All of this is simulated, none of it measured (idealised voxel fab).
You're looking at the process module voxel self aligned contacts.
Section cut is 155 nm wide and gridded with 5 nm square cells.
Cross-section = grid of square cells, listed top down in bands; band = one or more rows. What a band's entry tells you: where the top is and where the bottom is, as heights in nm, and after that what lies inside, material by material from left to right, each with its width in nm. Empty space is written as the word "blank", and a single material marked with the word "all across" occupies the band from edge to edge. Ref level 0: as-received wafer is one material below here. Bottom band extends down with no lower bound ("0 nm and below"). Top row gets the first number, bottom row gets the second, and each row in between changes by the same step: that is how a band width like "30..40" works. It should be understood that the words "nothing got changed", when stated for a given step, signify that the cross-section underwent no change in any of its cells during that step. If an empty space has no open way to the top and is at least 8 cells in size, "Closed internal voids" lists it, written width x height at distance, where distance is measured from the left edge and every value is in nm. Text after the settings on a step's line: the simulator's own remark on that step. The "overlay nm" setting may appear on a step's line; for a step that uses a mask, it gives how far to the right of its planned position the mask lay, and a negative value indicates the left.

LISTED BELOW ARE THE PROCESS STEPS AS PLANNED
1: RECEIVE: material Si
2: OXIDIZE: depth nm 5
3: DIRECTIONAL_DEP: material polySi, thk nm 20
4: DIRECTIONAL_DEP: material SiN, thk nm 25
5: MASKED_ETCH: tone cover, mask id GATE, width nm 35, pitch nm 75, etch materials SiN, depth nm 25, overlay nm 0
6: MASKED_ETCH: tone cover, mask id GATE, width nm 35, pitch nm 75, etch materials polySi, depth nm 20, overlay nm 0
7: CONFORMAL_DEP: material SiN, thk nm 10
8: DIRECTIONAL_ETCH: etch materials SiN, depth nm 10
9: FILL_DEP: material SiO2, thk nm 15
10: CMP: height nm 50
11: DIRECTIONAL_DEP: material aC, thk nm 10
12: PATTERN: tone open, mask id CONTACT, material resist, width nm 60, thk nm 25, overlay nm 0
13: DIRECTIONAL_ETCH: etch materials aC, depth nm 10
14: STRIP: etch materials resist
15: DIRECTIONAL_ETCH: etch materials SiO2, depth nm 55
16: STRIP: etch materials aC
17: CONFORMAL_DEP: material TiN, thk nm 5
18: FILL_DEP: material W, thk nm 5
19: CMP: height nm 50
20: CONFORMAL_DEP: material SiCN, thk nm 5

SO, THE FIRST OF OUR TWO WAFERS, RUN JUST AS WE PLANNED IT

WAFER AT RECEIPT (POST STEP 1), CROSS-SECTION
> 0 nm and below = Si all across
> Closed internal voids: none

CROSS-SECTION OF THE WAFER AFTER STEP 2
> 0 nm to -5 nm = SiO2 all across
> Anything lower than -5 is untouched.

CROSS-SECTION OF THE WAFER AFTER STEP 3
> 20 nm to 0 nm = polySi all across
> Anything lower than 0 is untouched.

CROSS-SECTION OF THE WAFER AFTER STEP 4
> 45 nm to 20 nm = SiN all across
> Anything lower than 20 is untouched.

CROSS-SECTION OF THE WAFER AFTER STEP 5
> 45 nm to 20 nm = blank 20 | SiN 35 | blank 40 | SiN 35 | blank 25
> Anything lower than 20 is untouched.

CROSS-SECTION OF THE WAFER AFTER STEP 6
> 45 nm to 20 nm = blank 20 | SiN 35 | blank 40 | SiN 35 | blank 25
> 20 nm to 0 nm = blank 20 | polySi 35 | blank 40 | polySi 35 | blank 25
> Anything lower than 0 is untouched.

CROSS-SECTION OF THE WAFER AFTER STEP 7
> 55 nm to 20 nm = blank 10 | SiN 55 | blank 20 | SiN 55 | blank 15
> 20 nm to 10 nm = blank 10 | SiN 10 | polySi 35 | SiN 10 | blank 20 | SiN 10 | polySi 35 | SiN 10 | blank 15
> 10 nm to 0 nm = SiN 20 | polySi 35 | SiN 40 | polySi 35 | SiN 25
> Anything lower than 0 is untouched.

CROSS-SECTION OF THE WAFER AFTER STEP 8
> 45 nm to 20 nm = blank 10 | SiN 55 | blank 20 | SiN 55 | blank 15
> 20 nm to 0 nm = blank 10 | SiN 10 | polySi 35 | SiN 10 | blank 20 | SiN 10 | polySi 35 | SiN 10 | blank 15
> Anything lower than 0 is untouched.

CROSS-SECTION OF THE WAFER AFTER STEP 9
> 60 nm to 45 nm = SiO2 all across
> 45 nm to 20 nm = SiO2 10 | SiN 55 | SiO2 20 | SiN 55 | SiO2 15
> 20 nm to 0 nm = SiO2 10 | SiN 10 | polySi 35 | SiN 10 | SiO2 20 | SiN 10 | polySi 35 | SiN 10 | SiO2 15
> Anything lower than 0 is untouched.

CROSS-SECTION OF THE WAFER AFTER STEP 10
> 50 nm to 45 nm = SiO2 all across
> Anything lower than 45 is untouched.

CROSS-SECTION OF THE WAFER AFTER STEP 11
> 60 nm to 50 nm = aC all across
> Anything lower than 50 is untouched.

CROSS-SECTION OF THE WAFER AFTER STEP 12
> 85 nm to 60 nm = resist 45 | blank 60 | resist 50
> Anything lower than 60 is untouched.

CROSS-SECTION OF THE WAFER AFTER STEP 13
> 75 nm to 60 nm = resist 45 | blank 60 | resist 50
> 60 nm to 50 nm = aC 45 | blank 60 | aC 50
> Anything lower than 50 is untouched.

CROSS-SECTION OF THE WAFER AFTER STEP 14
> 60 nm to 50 nm = aC 45 | blank 60 | aC 50
> Anything lower than 50 is untouched.

CROSS-SECTION OF THE WAFER AFTER STEP 15
> 60 nm to 50 nm = aC 45 | blank 60 | aC 50
> 50 nm to 45 nm = SiO2 45 | blank 60 | SiO2 50
> 45 nm to 20 nm = SiO2 10 | SiN 55 | blank 20 | SiN 55 | SiO2 15
> 20 nm to 0 nm = SiO2 10 | SiN 10 | polySi 35 | SiN 10 | blank 20 | SiN 10 | polySi 35 | SiN 10 | SiO2 15
> 0 nm to -5 nm = SiO2 65 | blank 20 | SiO2 70
> Anything lower than -5 is untouched.

CROSS-SECTION OF THE WAFER AFTER STEP 16
> 50 nm to 45 nm = SiO2 45 | blank 60 | SiO2 50
> Anything lower than 45 is untouched.

CROSS-SECTION OF THE WAFER AFTER STEP 17
> 55 nm to 50 nm = TiN 50 | blank 50 | TiN 55
> 50 nm to 45 nm = SiO2 45 | TiN 25 | blank 10 | TiN 25 | SiO2 50
> 45 nm to 20 nm = SiO2 10 | SiN 55 | TiN 5 | blank 10 | TiN 5 | SiN 55 | SiO2 15
> 20 nm to 0 nm = SiO2 10 | SiN 10 | polySi 35 | SiN 10 | TiN 5 | blank 10 | TiN 5 | SiN 10 | polySi 35 | SiN 10 | SiO2 15
> 0 nm to -5 nm = SiO2 65 | TiN 20 | SiO2 70
> Anything lower than -5 is untouched.

CROSS-SECTION OF THE WAFER AFTER STEP 18
> 60 nm to 55 nm = W all across
> 55 nm to 50 nm = TiN 50 | W 50 | TiN 55
> 50 nm to 45 nm = SiO2 45 | TiN 25 | W 10 | TiN 25 | SiO2 50
> 45 nm to 20 nm = SiO2 10 | SiN 55 | TiN 5 | W 10 | TiN 5 | SiN 55 | SiO2 15
> 20 nm to 0 nm = SiO2 10 | SiN 10 | polySi 35 | SiN 10 | TiN 5 | W 10 | TiN 5 | SiN 10 | polySi 35 | SiN 10 | SiO2 15
> Anything lower than 0 is untouched.

CROSS-SECTION OF THE WAFER AFTER STEP 19
> 50 nm to 45 nm = SiO2 45 | TiN 25 | W 10 | TiN 25 | SiO2 50
> Anything lower than 45 is untouched.

CROSS-SECTION OF THE WAFER AFTER STEP 20
> 55 nm to 50 nm = SiCN all across
> Anything lower than 50 is untouched.

THE SECOND WAFER WAS PREPARED FROM THE SAME STARTING POINT AND UNDER THE SAME PLAN AS THE FIRST; ITS PROCESSING CONTAINED ONE MISTAKE, AND IT REMAINS INDISTINGUISHABLE FROM THE FIRST WAFER UP TO AND INCLUDING STEP 2

HERE IS THE SECOND WAFER IN CROSS-SECTION AT THE POINT WHERE STEP 3 OF THE PLAN SHOULD HAVE BEEN DONE
> 40 nm to 0 nm = polySi all across
> Anything lower than 0 is untouched.

HERE IS THE SECOND WAFER IN CROSS-SECTION AT THE POINT WHERE STEP 4 OF THE PLAN SHOULD HAVE BEEN DONE
> 65 nm to 40 nm = SiN all across
> Anything lower than 40 is untouched.

HERE IS THE SECOND WAFER IN CROSS-SECTION AT THE POINT WHERE STEP 5 OF THE PLAN SHOULD HAVE BEEN DONE
> 65 nm to 40 nm = blank 20 | SiN 35 | blank 40 | SiN 35 | blank 25
> Anything lower than 40 is untouched.

HERE IS THE SECOND WAFER IN CROSS-SECTION AT THE POINT WHERE STEP 6 OF THE PLAN SHOULD HAVE BEEN DONE
> 65 nm to 40 nm = blank 20 | SiN 35 | blank 40 | SiN 35 | blank 25
> 40 nm to 20 nm = blank 20 | polySi 35 | blank 40 | polySi 35 | blank 25
> Anything lower than 20 is untouched.

HERE IS THE SECOND WAFER IN CROSS-SECTION AT THE POINT WHERE STEP 7 OF THE PLAN SHOULD HAVE BEEN DONE
> 75 nm to 40 nm = blank 10 | SiN 55 | blank 20 | SiN 55 | blank 15
> 40 nm to 30 nm = blank 10 | SiN 10 | polySi 35 | SiN 10 | blank 20 | SiN 10 | polySi 35 | SiN 10 | blank 15
> 30 nm to 20 nm = SiN 20 | polySi 35 | SiN 40 | polySi 35 | SiN 25
> Anything lower than 20 is untouched.

HERE IS THE SECOND WAFER IN CROSS-SECTION AT THE POINT WHERE STEP 8 OF THE PLAN SHOULD HAVE BEEN DONE
> 65 nm to 40 nm = blank 10 | SiN 55 | blank 20 | SiN 55 | blank 15
> 40 nm to 20 nm = blank 10 | SiN 10 | polySi 35 | SiN 10 | blank 20 | SiN 10 | polySi 35 | SiN 10 | blank 15
> Anything lower than 20 is untouched.

HERE IS THE SECOND WAFER IN CROSS-SECTION AT THE POINT WHERE STEP 9 OF THE PLAN SHOULD HAVE BEEN DONE
> 80 nm to 65 nm = SiO2 all across
> 65 nm to 40 nm = SiO2 10 | SiN 55 | SiO2 20 | SiN 55 | SiO2 15
> 40 nm to 20 nm = SiO2 10 | SiN 10 | polySi 35 | SiN 10 | SiO2 20 | SiN 10 | polySi 35 | SiN 10 | SiO2 15
> Anything lower than 20 is untouched.

HERE IS THE SECOND WAFER IN CROSS-SECTION AT THE POINT WHERE STEP 10 OF THE PLAN SHOULD HAVE BEEN DONE
> 50 nm to 40 nm = SiO2 10 | SiN 55 | SiO2 20 | SiN 55 | SiO2 15
> Anything lower than 40 is untouched.

HERE IS THE SECOND WAFER IN CROSS-SECTION AT THE POINT WHERE STEP 11 OF THE PLAN SHOULD HAVE BEEN DONE
> 60 nm to 50 nm = aC all across
> Anything lower than 50 is untouched.

HERE IS THE SECOND WAFER IN CROSS-SECTION AT THE POINT WHERE STEP 12 OF THE PLAN SHOULD HAVE BEEN DONE
> 85 nm to 60 nm = resist 45 | blank 60 | resist 50
> Anything lower than 60 is untouched.

HERE IS THE SECOND WAFER IN CROSS-SECTION AT THE POINT WHERE STEP 13 OF THE PLAN SHOULD HAVE BEEN DONE
> 75 nm to 60 nm = resist 45 | blank 60 | resist 50
> 60 nm to 50 nm = aC 45 | blank 60 | aC 50
> Anything lower than 50 is untouched.

HERE IS THE SECOND WAFER IN CROSS-SECTION AT THE POINT WHERE STEP 14 OF THE PLAN SHOULD HAVE BEEN DONE
> 60 nm to 50 nm = aC 45 | blank 60 | aC 50
> Anything lower than 50 is untouched.

HERE IS THE SECOND WAFER IN CROSS-SECTION AT THE POINT WHERE STEP 15 OF THE PLAN SHOULD HAVE BEEN DONE
> 60 nm to 50 nm = aC 45 | blank 60 | aC 50
> 50 nm to 40 nm = SiO2 10 | SiN 55 | blank 20 | SiN 55 | SiO2 15
> 40 nm to 20 nm = SiO2 10 | SiN 10 | polySi 35 | SiN 10 | blank 20 | SiN 10 | polySi 35 | SiN 10 | SiO2 15
> Anything lower than 20 is untouched.

HERE IS THE SECOND WAFER IN CROSS-SECTION AT THE POINT WHERE STEP 16 OF THE PLAN SHOULD HAVE BEEN DONE
> 50 nm to 40 nm = SiO2 10 | SiN 55 | blank 20 | SiN 55 | SiO2 15
> Anything lower than 40 is untouched.

HERE IS THE SECOND WAFER IN CROSS-SECTION AT THE POINT WHERE STEP 17 OF THE PLAN SHOULD HAVE BEEN DONE
> 55 nm to 50 nm = TiN 70 | blank 10 | TiN 75
> 50 nm to 40 nm = SiO2 10 | SiN 55 | TiN 5 | blank 10 | TiN 5 | SiN 55 | SiO2 15
> 40 nm to 25 nm = SiO2 10 | SiN 10 | polySi 35 | SiN 10 | TiN 5 | blank 10 | TiN 5 | SiN 10 | polySi 35 | SiN 10 | SiO2 15
> 25 nm to 20 nm = SiO2 10 | SiN 10 | polySi 35 | SiN 10 | TiN 20 | SiN 10 | polySi 35 | SiN 10 | SiO2 15
> Anything lower than 20 is untouched.

HERE IS THE SECOND WAFER IN CROSS-SECTION AT THE POINT WHERE STEP 18 OF THE PLAN SHOULD HAVE BEEN DONE
> 60 nm to 55 nm = W all across
> 55 nm to 50 nm = TiN 70 | W 10 | TiN 75
> 50 nm to 40 nm = SiO2 10 | SiN 55 | TiN 5 | W 10 | TiN 5 | SiN 55 | SiO2 15
> 40 nm to 25 nm = SiO2 10 | SiN 10 | polySi 35 | SiN 10 | TiN 5 | W 10 | TiN 5 | SiN 10 | polySi 35 | SiN 10 | SiO2 15
> Anything lower than 25 is untouched.

HERE IS THE SECOND WAFER IN CROSS-SECTION AT THE POINT WHERE STEP 19 OF THE PLAN SHOULD HAVE BEEN DONE
> 50 nm to 40 nm = SiO2 10 | SiN 55 | TiN 5 | W 10 | TiN 5 | SiN 55 | SiO2 15
> Anything lower than 40 is untouched.

HERE IS THE SECOND WAFER IN CROSS-SECTION AT THE POINT WHERE STEP 20 OF THE PLAN SHOULD HAVE BEEN DONE
> 55 nm to 50 nm = SiCN all across
> Anything lower than 50 is untouched.
Which mistake was made when the wafer was run? plan step 3 ran twice
Final difference in cells, second wafer against first, listed per material as more or fewer: -66 SiN; -30 SiO2; -18 TiN; -10 W; +124 polySi
